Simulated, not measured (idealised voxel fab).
The following process module bears the name voxel self aligned vias.
Shown is cross-section cut, with a width of 285 nm and square cells of size 5 nm.
Reading order for cross-sections: top band down to bottom band. Underlying form: a grid of square cells. Band size: one or more rows of cells.
Read a band's entry like this: the first values are the height of its top and the height of its bottom in nm, and what follows is the sequence of materials from left to right, each with its width in nm. Note that "empty" is empty space, and that a single material marked "everywhere" reaches across the band from edge to edge.
It should be noted that heights are counted from 0, beneath which the wafer as supplied is of one material throughout, and that the lowest band possesses no lower boundary but continues downward, as written in "from 0 down".
Per-row width for "30 to 40": begins at first number (top row of band), ends at second number (bottom row), increment between rows held constant.
"no change occurred" -> step changed no cross-section cell.
For the entry "Trapped cavities", the listed items are empty spaces with no open way to the top whose size is 8 cells or more; each item follows the pattern width x height at distance, where distance is from the left edge and all three are in nm.
Post-settings text on a step line: simulator's own remark regarding the step.
overlay nm: right-of-plan distance of the mask on a masked step; negative values mean left-of-plan.
# These are the steps we planned for the process
| 1 | RECEIVE [material Si] |
| 2 | CONFORMAL_DEP [material SiO2] [thk nm 10] |
| 3 | CONFORMAL_DEP [material SiCN] [thk nm 5] |
| 4 | DIRECTIONAL_DEP [material SiO2] [thk nm 30] |
| 5 | PATTERN [tone open] [mask id LINES] [material resist] [width nm 30] [pitch nm 60] [thk nm 15] [overlay nm 0] |
| 6 | DIRECTIONAL_ETCH [etch materials SiO2] [depth nm 30] |
| 7 | STRIP [etch materials resist] |
| 8 | CONFORMAL_DEP [material TiN] [thk nm 5] |
| 9 | FILL_DEP [material W] [thk nm 5] |
| 10 | CMP [height nm 45] |
| 11 | SELECTIVE_ETCH [etch materials W Ru TiN] [depth nm 10] |
| 12 | FILL_DEP [material SiN] [thk nm 5] |
| 13 | CMP [height nm 45] |
| 14 | DIRECTIONAL_DEP [material SiO2] [thk nm 15] |
| 15 | MASKED_ETCH [tone open] [mask id VIAS] [width nm 40] [pitch nm 60] [etch materials SiO2] [depth nm 15] [overlay nm 0] |
| 16 | MASKED_ETCH [tone open] [mask id VIAS] [width nm 40] [pitch nm 60] [etch materials SiN] [depth nm 10] [overlay nm 0] |
| 17 | CONFORMAL_DEP [material TiN] [thk nm 5] |
| 18 | FILL_DEP [material W] [thk nm 10] |
| 19 | CMP [height nm 60] |
| 20 | CONFORMAL_DEP [material SiCN] [thk nm 5] |
# Here's what the wafer looked like in cross-section when it arrived - that's after step 1
> from 0 down | Si everywhere
> Trapped cavities: none
# first wafer at the end, as planned
> from 65 to 60 | SiCN everywhere
> from 60 to 50 | SiO2=90 / TiN=5 / W=30 / TiN=5 / SiO2=20 / TiN=5 / W=30 / TiN=5 / SiO2=95
> from 50 to 40 | SiO2=90 to 95 / TiN=10 to 5 / W=20 / TiN=10 to 5 / SiO2=20 to 30 / TiN=10 to 5 / W=20 / TiN=10 to 5 / SiO2=95 to 100
> from 40 to 35 | SiO2=95 / TiN=30 / SiO2=30 / TiN=30 / SiO2=100
> from 35 to 20 | SiO2=95 / TiN=5 / W=20 / TiN=5 / SiO2=30 / TiN=5 / W=20 / TiN=5 / SiO2=100
> from 20 to 15 | SiO2=95 / TiN=30 / SiO2=30 / TiN=30 / SiO2=100
> from 15 to 10 | SiCN everywhere
> from 10 to 0 | SiO2 everywhere
> from 0 down | Si everywhere
> Trapped cavities: none
# This cross-section belongs to the second wafer of two at the end of the module; the start and the plan were shared with the first, and the run included one mistake
> from 65 to 60 | SiCN everywhere
> from 60 to 45 | SiO2=90 / TiN=5 / W=30 / TiN=5 / SiO2=20 / TiN=5 / W=30 / TiN=5 / SiO2=95
> from 45 to 40 | SiO2=90 / TiN=10 / W=20 / TiN=10 / SiO2=20 / TiN=10 / W=20 / TiN=10 / SiO2=95
> from 40 to 35 | SiO2=95 / TiN=30 / SiO2=30 / TiN=30 / SiO2=100
> from 35 to 20 | SiO2=95 / TiN=5 / W=20 / TiN=5 / SiO2=30 / TiN=5 / W=20 / TiN=5 / SiO2=100
> from 20 to 15 | SiO2=95 / TiN=30 / SiO2=30 / TiN=30 / SiO2=100
> from 15 to 10 | SiCN everywhere
> from 10 to 0 | SiO2 everywhere
> from 0 down | Si everywhere
> Trapped cavities: none
What was the processing mistake? in deviation from the planned setting, step 15 was conducted as MASKED_ETCH [tone open] [mask id VIAS] [width nm 40] [pitch nm 60] [etch materials SiO2] [depth nm 20] [overlay nm 0]
Upon completion, the second wafer contains, in terms of cells, a greater or smaller amount of certain materials than the first wafer: -4 SiO2; +4 W
